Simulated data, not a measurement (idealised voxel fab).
This is a process module. Its name is voxel air gaps.
Shown is cross-section cut, with a width of 175 nm and square cells of size 5 nm.
Cross-section spec: square-cell grid; bands listed top down; each band is one or more rows.
Band: top height; bottom height; in nm. Then, left to right: material with width in nm, for each material. "everywhere": a single material spanning edge to edge. "blank": empty space.
Below 0: as-received wafer, all one material; heights counted from there. Lowest band: no bottom, goes on down, written "0..down".
Width "30..40": first value at the band's top row of cells, second value at its bottom row, equal change from row to row.
No cell of the cross-section changed in a step that is given as "remained the same".
"Unvented cavities": sealed empty spaces, 8 cells or more, no open way to top, listed width x height at distance, with distance from the left edge and width, height and distance in nm.
On a step's line, text after the settings is the simulator commenting on that step.
Among the settings permitted on a step's line is "overlay nm"; applied to a step with a mask, it specifies the extent to which the mask lay to the right of its planned position, whereas a negative figure signifies a position to the left.
THIS SECTION LISTS THE PROCESS STEPS THAT WERE PLANNED
1,RECEIVE,material Si
2,CONFORMAL_DEP,material SiO2,thk nm 15
3,CONFORMAL_DEP,material SiCN,thk nm 5
4,DIRECTIONAL_DEP,material SiO2,thk nm 30
5,MASKED_ETCH,tone open,mask id LINES,width nm 15,pitch nm 45,etch materials SiO2,depth nm 30,overlay nm 0
6,CONFORMAL_DEP,material TiN,thk nm 5
7,FILL_DEP,material Cu,thk nm 10
8,CMP,height nm 50
9,EPI,material Ru,thk nm 10
10,SELECTIVE_ETCH,etch materials SiO2,depth nm 40
11,CONFORMAL_DEP,material SiCN,thk nm 5
Keep in mind the plan's value for the width nm of step 5 comes from the first wafer; the wafers don't share that setting, but they do share the same starting point.
HERE'S THE FIRST OF THE WAFERS IN CROSS-SECTION, JUST AS WE GOT IT, I.E. AFTER STEP 1
    0..down  Si everywhere
    Unvented cavities: none
ONCE STEP 11, THE LAST STEP, IS COMPLETE, THE MODULE IS AT ITS END; THIS IS THE CROSS-SECTION OF THE FIRST OF SEVERAL WAFERS
    65..60  20 blank, 135 SiCN, 20 blank
    60..50  20 blank, 5 SiCN, 35 Ru, 10 SiCN, 35 Ru, 10 SiCN, 35 Ru, 5 SiCN, 20 blank
    50..45  20 blank, 15 SiCN, 5 TiN, 5 Cu, 5 TiN, 30 SiCN, 5 TiN, 5 Cu, 5 TiN, 30 SiCN, 5 TiN, 5 Cu, 5 TiN, 15 SiCN, 20 blank
    45..25  30 blank, 5 SiCN, 5 TiN, 5 Cu, 5 TiN, 5 SiCN, 20 blank, 5 SiCN, 5 TiN, 5 Cu, 5 TiN, 5 SiCN, 20 blank, 5 SiCN, 5 TiN, 5 Cu, 5 TiN, 5 SiCN, 30 blank
    25..20  35 SiCN, 15 TiN, 30 SiCN, 15 TiN, 30 SiCN, 15 TiN, 35 SiCN
    20..15  SiCN everywhere
    15..0  SiO2 everywhere
    0..down  Si everywhere
    Unvented cavities: 20 x 20 at 55; 20 x 20 at 100
END OF MODULE, LAST WAFER SECTIONED
    65..60  10 blank, 150 SiCN, 15 blank
    60..50  10 blank, 5 SiCN, 140 Ru, 5 SiCN, 15 blank
    50..45  10 blank, 15 SiCN, 5 TiN, 20 Cu, 5 TiN, 15 SiO2, 5 TiN, 20 Cu, 5 TiN, 15 SiO2, 5 TiN, 20 Cu, 5 TiN, 15 SiCN, 15 blank
    45..25  20 blank, 5 SiCN, 5 TiN, 20 Cu, 5 TiN, 15 SiO2, 5 TiN, 20 Cu, 5 TiN, 15 SiO2, 5 TiN, 20 Cu, 5 TiN, 5 SiCN, 25 blank
    25..20  25 SiCN, 30 TiN, 15 SiO2, 30 TiN, 15 SiO2, 30 TiN, 30 SiCN
    20..15  SiCN everywhere
    15..0  SiO2 everywhere
    0..down  Si everywhere
    Unvented cavities: none
TABULATED BELOW, WAFER BY WAFER, ARE THE END-OF-MODULE RESULTS: FOR EACH MATERIAL, THE NUMBER OF CELLS GAINED (+) OR LOST (-) RELATIVE TO THE AS-RECEIVED STATE, FOLLOWED BY THE CLOSED VOIDS
width nm 15 | +15 Cu | +42 Ru | +142 SiCN | +105 SiO2 | +39 TiN | Unvented cavities: 20 x 20 at 55; 20 x 20 at 100
width nm 20 | +30 Cu | +48 Ru | +134 SiCN | +105 SiO2 | +42 TiN | Unvented cavities: 15 x 20 at 55; 15 x 20 at 100
width nm 25 | +45 Cu | +54 Ru | +94 SiCN | +153 SiO2 | +45 TiN | Unvented cavities: none
width nm 30 | +60 Cu | +56 Ru | +94 SiCN | +141 SiO2 | +48 TiN | Unvented cavities: none
